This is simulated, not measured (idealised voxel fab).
voxel tone inversion: a process module
This is section cut - it's 275 nm across, gridded in 5 nm square cells.
A cross-section in this document is a grid of square cells, and it is written down as bands, the top band listed before the ones below it; a band is made up of one or more rows of cells.
Per band: top height and bottom height in nm, followed by the left-to-right materials and their widths in nm; "all across" marks a single material spanning edge to edge, "blank" marks empty space.
Heights from 0 (as-received wafer is one material below). Bottom band endless downward, as "top 0, no bottom".
The expression "30 to 40" gives the width at the extremes of the band, the first number at its top row of cells and the second at its bottom row, with the width changing by equal amounts from each row to the next in between.
Where a step carries "no alteration", the cross-section came out of it unchanged, cell for cell.
Voids not open to the top, 8 cells minimum: see "Internal closed voids". Written width x height at distance; distance is from the left edge; nm.
That trailing text on a step's line, after the settings, is the simulator's own remark on the step.
overlay nm: for a step with a mask, the amount by which the mask lay right of where it was planned; a negative amount means left of it.

### The process steps that were planned are listed below
1: RECEIVE (material Si)
2: CONFORMAL_DEP (material SiN; thk nm 10)
3: DIRECTIONAL_DEP (material polySi; thk nm 20)
4: PATTERN (tone cover; mask id POSTS; material resist; width nm 25; pitch nm 40; thk nm 30; overlay nm 0)
5: DIRECTIONAL_ETCH (etch materials polySi; depth nm 20)
6: STRIP (etch materials resist)
7: FILL_DEP (material lowk; thk nm 5)
8: CMP (height nm 30)
9: STRIP (etch materials polySi)
10: CONFORMAL_DEP (material TiN; thk nm 5)
11: FILL_DEP (material Ru; thk nm 10)
12: CMP (height nm 30)
13: CONFORMAL_DEP (material SiN; thk nm 5)

### The cross-section here shows the wafer as received, i.e. in its state after step 1
> top 0, no bottom | Si all across
> Internal closed voids: none

### First of two wafers at the end of the module, shown in cross-section; run carried out as planned
> top 35, bottom 30 | SiN all across
> top 30, bottom 15 | lowk 65 nm / TiN 5 nm / Ru 15 nm / TiN 5 nm / lowk 15 nm / TiN 5 nm / Ru 15 nm / TiN 5 nm / lowk 15 nm / TiN 5 nm / Ru 15 nm / TiN 5 nm / lowk 15 nm / TiN 5 nm / Ru 15 nm / TiN 5 nm / lowk 65 nm
> top 15, bottom 10 | lowk 65 nm / TiN 25 nm / lowk 15 nm / TiN 25 nm / lowk 15 nm / TiN 25 nm / lowk 15 nm / TiN 25 nm / lowk 65 nm
> top 10, bottom 0 | SiN all across
> top 0, no bottom | Si all across
> Internal closed voids: none

### This cross-section belongs to the second wafer of two at the end of the module; the start and the plan were shared with the first, and the run included one mistake
> top 35, bottom 30 | SiN all across
> top 30, bottom 15 | TiN 70 nm / Ru 15 nm / TiN 25 nm / Ru 15 nm / TiN 25 nm / Ru 15 nm / TiN 25 nm / Ru 15 nm / TiN 70 nm
> top 15, bottom 10 | TiN all across
> top 10, bottom 0 | SiN all across
> top 0, no bottom | Si all across
> Internal closed voids: none
Error vs. plan: step 7 ran as: FILL_DEP (material TiN; thk nm 5)
Final cells, second wafer relative to first, materials higher or lower: TiN: 140 more | lowk: 140 fewer
